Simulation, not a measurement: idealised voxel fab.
process module | voxel self aligned vias
Cross-section cut: width 210 nm, square cells of 5 nm.
Cross-section format: a grid of square cells, given as bands from top to bottom; each band is one or more rows of cells. Within each band entry, the heights of the top and of the bottom of the band appear first, in that order and in nm; the materials of the band then follow from left to right, each with its corresponding width in nm. The designation "full width" on a single material indicates that it fills the band from edge to edge; the designation "blank" indicates empty space. Convention: height 0 is the level below which the wafer, as received, is all one material. The lowest band does not terminate at the bottom but continues downward, represented as "0 -> down". Think of "30 to 40" as a width that walks from the first number to the second as you go down the band, top row to bottom row, taking equal-sized steps from row to row. A step reported as "identical to before" is a step in which no cell of the cross-section changed. Entry "Sealed voids". Content: empty spaces with no open connection to the top, size 8 cells or greater. Each: width x height at distance. Distance: from left edge. Unit: nm. Post-settings text on a step line: simulator's own remark regarding the step. The "overlay nm" setting may appear on a step's line; for a step that uses a mask, it gives how far to the right of its planned position the mask lay, and a negative value indicates the left.
### Below is the list of planned process steps
1 RECEIVE,material Si
2 CONFORMAL_DEP,material SiO2,thk nm 15
3 CONFORMAL_DEP,material SiCN,thk nm 5
4 DIRECTIONAL_DEP,material lowk,thk nm 25
5 PATTERN,tone open,mask id LINES,material resist,width nm 25,pitch nm 50,thk nm 20,overlay nm 0
6 DIRECTIONAL_ETCH,etch materials lowk,depth nm 25
7 STRIP,etch materials resist
8 CONFORMAL_DEP,material TiN,thk nm 5
9 FILL_DEP,material Ru,thk nm 5
10 CMP,height nm 45
11 SELECTIVE_ETCH,etch materials W Ru TiN,depth nm 5
12 FILL_DEP,material SiN,thk nm 10
13 CMP,height nm 45
14 DIRECTIONAL_DEP,material lowk,thk nm 15
15 PATTERN,tone open,mask id VIAS,material resist,width nm 35,pitch nm 100,thk nm 20,overlay nm 0
16 DIRECTIONAL_ETCH,etch materials lowk,depth nm 15
17 DIRECTIONAL_ETCH,etch materials SiN,depth nm 5
18 STRIP,etch materials resist
19 CONFORMAL_DEP,material TiN,thk nm 5
20 FILL_DEP,material Ru,thk nm 5
21 CMP,height nm 60
22 CONFORMAL_DEP,material SiN,thk nm 5
### As-received wafer cross-section (after step 1)
- 0 -> down = Si full width
- Sealed voids: none
### first wafer at the end, as planned
- 65 -> 60 = SiN full width
- 60 -> 50 = lowk=35  TiN=5  Ru=25  TiN=5  lowk=65  TiN=5  Ru=25  TiN=5  lowk=40
- 50 -> 45 = lowk=35  TiN=10  Ru=15  TiN=10  lowk=65  TiN=10  Ru=15  TiN=10  lowk=40
- 45 -> 40 = lowk=40  TiN=25  lowk=25  SiN=25  lowk=25  TiN=25  lowk=45
- 40 -> 25 = lowk=40  TiN=5  Ru=15  TiN=5  lowk=25  TiN=5  Ru=15  TiN=5  lowk=25  TiN=5  Ru=15  TiN=5  lowk=45
- 25 -> 20 = lowk=40  TiN=25  lowk=25  TiN=25  lowk=25  TiN=25  lowk=45
- 20 -> 15 = SiCN full width
- 15 -> 0 = SiO2 full width
- 0 -> down = Si full width
- Sealed voids: none
### Here's the second of our two wafers sectioned at module end. Same start as the first, same plan, but one mistake got made running it
- 65 -> 60 = SiN full width
- 60 -> 50 = lowk=35  TiN=5  Ru=25  TiN=5  lowk=65  TiN=5  Ru=25  TiN=5  lowk=40
- 50 -> 45 = lowk=35  TiN=35  lowk=65  TiN=35  lowk=40
- 45 -> 40 = SiN=35  TiN=5  lowk=25  TiN=5  SiN=20  lowk=25  SiN=20  TiN=5  lowk=25  TiN=5  SiN=40
- 40 -> 25 = Ru=35  TiN=5  lowk=25  TiN=5  Ru=15  TiN=5  lowk=25  TiN=5  Ru=15  TiN=5  lowk=25  TiN=5  Ru=40
- 25 -> 20 = TiN=40  lowk=25  TiN=25  lowk=25  TiN=25  lowk=25  TiN=45
- 20 -> 15 = SiCN full width
- 15 -> 0 = SiO2 full width
- 0 -> down = Si full width
- Sealed voids: none
What broke from the plan during processing? step 5 was processed under conditions differing from the plan, specifically as PATTERN,tone cover,mask id LINES,material resist,width nm 25,pitch nm 50,thk nm 20,overlay nm 0
Count the cells at the end and the second wafer has more or fewer of some materials than the first: Ru +30, SiN +18, TiN +12, lowk -60
